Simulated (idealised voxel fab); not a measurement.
Process module in this document: voxel self aligned vias
It is cross-section cut that appears here, measuring 250 nm in width, its square cells being 5 nm in size.
Think of the cross-section as a grid of square cells. We describe it in bands, top to bottom, and each band covers one or more rows of those cells. Quick guide to a band line: top height, bottom height (nm) up front; then every material left to right with its width in nm. Only one material and it's marked "everywhere"? Then it fills the band edge to edge. And "air" just means empty space. Height is counted from the level 0, under which the received wafer is composed throughout of one material. The lowest of the bands is not closed at the bottom but continues downward, in the notation "top 0, no bottom". The two numbers in a width such as "30 to 40" mark its ends across the band: the first belongs to the top row of cells, the second to the bottom row, and from each row to the next the width moves by the same amount. Any step labelled "remained unchanged" changed none of the cells in the cross-section. Heads up: "Encapsulated voids" only lists the empty pockets with no open path to the top that are 8 cells or more, and it writes them as width x height at distance, distance from the left edge, in nm. Formally, on a step line, whatever follows the settings is a remark that the simulator itself makes on the step. If you see "overlay nm" on a step's line and that step has a mask, it's telling you how far right of where it was planned the mask ended up; a negative number means it went left instead.
**The planned process steps are enumerated hereunder**
1: RECEIVE [material Si]
2: CONFORMAL_DEP [material SiO2] [thk nm 15]
3: CONFORMAL_DEP [material SiCN] [thk nm 5]
4: DIRECTIONAL_DEP [material SiO2] [thk nm 30]
5: PATTERN [tone open] [mask id LINES] [material resist] [width nm 30] [pitch nm 65] [thk nm 15] [overlay nm 0]
6: DIRECTIONAL_ETCH [etch materials SiO2] [depth nm 30]
7: STRIP [etch materials resist]
8: CONFORMAL_DEP [material TiN] [thk nm 5]
9: FILL_DEP [material Ru] [thk nm 5]
10: CMP [height nm 50]
11: SELECTIVE_ETCH [etch materials W Ru TiN] [depth nm 5]
12: FILL_DEP [material SiN] [thk nm 10]
13: CMP [height nm 50]
14: DIRECTIONAL_DEP [material SiO2] [thk nm 15]
15: MASKED_ETCH [tone open] [mask id VIAS] [width nm 40] [pitch nm 65] [etch materials SiO2] [depth nm 15] [overlay nm 0]
16: MASKED_ETCH [tone open] [mask id VIAS] [width nm 50] [pitch nm 65] [etch materials SiN] [depth nm 5] [overlay nm 0]
17: CONFORMAL_DEP [material TiN] [thk nm 5]
18: FILL_DEP [material W] [thk nm 10]
19: CMP [height nm 65]
20: CONFORMAL_DEP [material SiN] [thk nm 5]
Wafers differ in width nm at step 15; plan lists the first wafer's value; identical starting state.
**Cut through the first of several wafers as received, post step 1**
- top 0, no bottom  Si everywhere
- Encapsulated voids: none
**Shown in cross-section: the first of several wafers at the end of the module, after its last step, step 20**
- top 70, bottom 65  SiN everywhere
- top 65, bottom 55  70 SiO2, 5 TiN, 30 W, 5 TiN, 25 SiO2, 5 TiN, 30 W, 5 TiN, 75 SiO2
- top 55, bottom 50  70 SiO2, 10 TiN, 20 W, 10 TiN, 25 SiO2, 10 TiN, 20 W, 10 TiN, 75 SiO2
- top 50, bottom 45  75 SiO2, 30 TiN, 35 SiO2, 30 TiN, 80 SiO2
- top 45, bottom 25  75 SiO2, 5 TiN, 20 Ru, 5 TiN, 35 SiO2, 5 TiN, 20 Ru, 5 TiN, 80 SiO2
- top 25, bottom 20  75 SiO2, 30 TiN, 35 SiO2, 30 TiN, 80 SiO2
- top 20, bottom 15  SiCN everywhere
- top 15, bottom 0  SiO2 everywhere
- top 0, no bottom  Si everywhere
- Encapsulated voids: none
**Final wafer of several, shown in cross-section at the end of the module**
- top 70, bottom 65  SiN everywhere
- top 65, bottom 55  65 SiO2, 5 TiN, 40 W, 5 TiN, 15 SiO2, 5 TiN, 40 W, 5 TiN, 70 SiO2
- top 55, bottom 50  65 SiO2, 15 TiN, 20 W, 15 TiN, 15 SiO2, 15 TiN, 20 W, 15 TiN, 70 SiO2
- top 50, bottom 45  75 SiO2, 30 TiN, 35 SiO2, 30 TiN, 80 SiO2
- top 45, bottom 25  75 SiO2, 5 TiN, 20 Ru, 5 TiN, 35 SiO2, 5 TiN, 20 Ru, 5 TiN, 80 SiO2
- top 25, bottom 20  75 SiO2, 30 TiN, 35 SiO2, 30 TiN, 80 SiO2
- top 20, bottom 15  SiCN everywhere
- top 15, bottom 0  SiO2 everywhere
- top 0, no bottom  Si everywhere
- Encapsulated voids: none
**Each row below is a wafer at the end of the module, listing for every material the number of cells it has gained (+) or lost (-) since it was received, followed by its closed voids**
width nm 40 | +32 Ru | +50 SiCN | +50 SiN | +480 SiO2 | +56 TiN | +32 W | Encapsulated voids: none
width nm 45 | +32 Ru | +50 SiCN | +50 SiN | +474 SiO2 | +58 TiN | +36 W | Encapsulated voids: none
width nm 50 | +32 Ru | +50 SiCN | +50 SiN | +468 SiO2 | +60 TiN | +40 W | Encapsulated voids: none
